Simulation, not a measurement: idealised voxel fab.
process module | voxel ribs on slabs
cross-section cut | 140 nm wide | cells 5 nm
A cross-section is a grid of square cells, given in bands from the top down. A band is one or more rows of cells.
Each band's line starts with the height of the band's top and of its bottom, in nm. Then come its materials from left to right, each with its width in nm. One material with "throughout" fills the band from edge to edge. "air" is empty space.
Height 0 is the level under which the wafer as received is all one material. The lowest band goes on downwards, as in "0 down".
A width such as "30 to 40" changes by the same amount from each row of cells to the next, from the band's top row to its bottom row.
"no change" after a step means that no cell of the cross-section changed.
closed voids: empty space of 8 cells or more with no open way to the top, each as width x height at its distance from the left edge, in nm
after a step's settings: what the simulator itself notes on the step
overlay nm, on a step with a mask: how far to the right of its planned place the mask lay; to the left if negative
plan
1 op RECEIVE | material Si
2 op DIRECTIONAL_DEP | material SiO2 | thk nm 20
3 op DIRECTIONAL_DEP | material polySi | thk nm 20
4 op DIRECTIONAL_DEP | material aC | thk nm 10
5 op PATTERN | tone cover | mask id RIB | material resist | width nm 20 | thk nm 30 | overlay nm 0
6 op DIRECTIONAL_ETCH | etch materials aC | depth nm 10
7 op STRIP | etch materials resist
8 op DIRECTIONAL_ETCH | etch materials polySi | depth nm 15
9 op STRIP | etch materials aC
10 op MASKED_ETCH | tone cover | mask id SLAB | width nm 50 | etch materials polySi | depth nm 5 | overlay nm 0
11 op FILL_DEP | material SiO2 | thk nm 20
12 op CMP | height nm 55
13 op DIRECTIONAL_DEP | material W | thk nm 10
14 op MASKED_ETCH | tone cover | mask id HEATER | width nm 30 | etch materials W | depth nm 10 | overlay nm 0
15 op CONFORMAL_DEP | material SiN | thk nm 5
first wafer, as planned
as received, after step 1
  0 down: Si throughout
  closed voids: none
after step 2
  20 to 0: SiO2 throughout
  below 0: unchanged
after step 3
  40 to 20: polySi throughout
  below 20: unchanged
after step 4
  50 to 40: aC throughout
  below 40: unchanged
after step 5
  80 to 50: air 60 | resist 20 | air 60
  below 50: unchanged
after step 6
  70 to 50: air 60 | resist 20 | air 60
  50 to 40: air 60 | aC 20 | air 60
  below 40: unchanged
after step 7
  50 to 40: air 60 | aC 20 | air 60
  below 40: unchanged
after step 8
  50 to 40: air 60 | aC 20 | air 60
  40 to 25: air 60 | polySi 20 | air 60
  below 25: unchanged
after step 9
  40 to 25: air 60 | polySi 20 | air 60
  below 25: unchanged
after step 10
  40 to 25: air 60 | polySi 20 | air 60
  25 to 20: air 45 | polySi 50 | air 45
  below 20: unchanged
after step 11
  60 to 40: SiO2 throughout
  40 to 25: SiO2 60 | polySi 20 | SiO2 60
  25 to 20: SiO2 45 | polySi 50 | SiO2 45
  below 20: unchanged
after step 12
  55 to 40: SiO2 throughout
  below 40: unchanged
after step 13
  65 to 55: W throughout
  below 55: unchanged
after step 14
  65 to 55: air 55 | W 30 | air 55
  below 55: unchanged
after step 15
  70 to 65: air 50 | SiN 40 | air 50
  65 to 60: air 50 | SiN 5 | W 30 | SiN 5 | air 50
  60 to 55: SiN 55 | W 30 | SiN 55
  below 55: unchanged
second wafer: like start, like plan, one mistake. Through step 13 it matches the first wafer
when step 14 should have ended
  65 to 55: air 60 | W 25 | air 55
  below 55: unchanged
when step 15 should have ended
  70 to 65: air 55 | SiN 35 | air 50
  65 to 60: air 55 | SiN 5 | W 25 | SiN 5 | air 50
  60 to 55: SiN 60 | W 25 | SiN 55
  below 55: unchanged
what went wrong: step 14 ran as: op MASKED_ETCH | tone cover | mask id HEATER | width nm 25 | etch materials W | depth nm 10 | overlay nm 0
at the end the second wafer has, in cells: 2 fewer of W
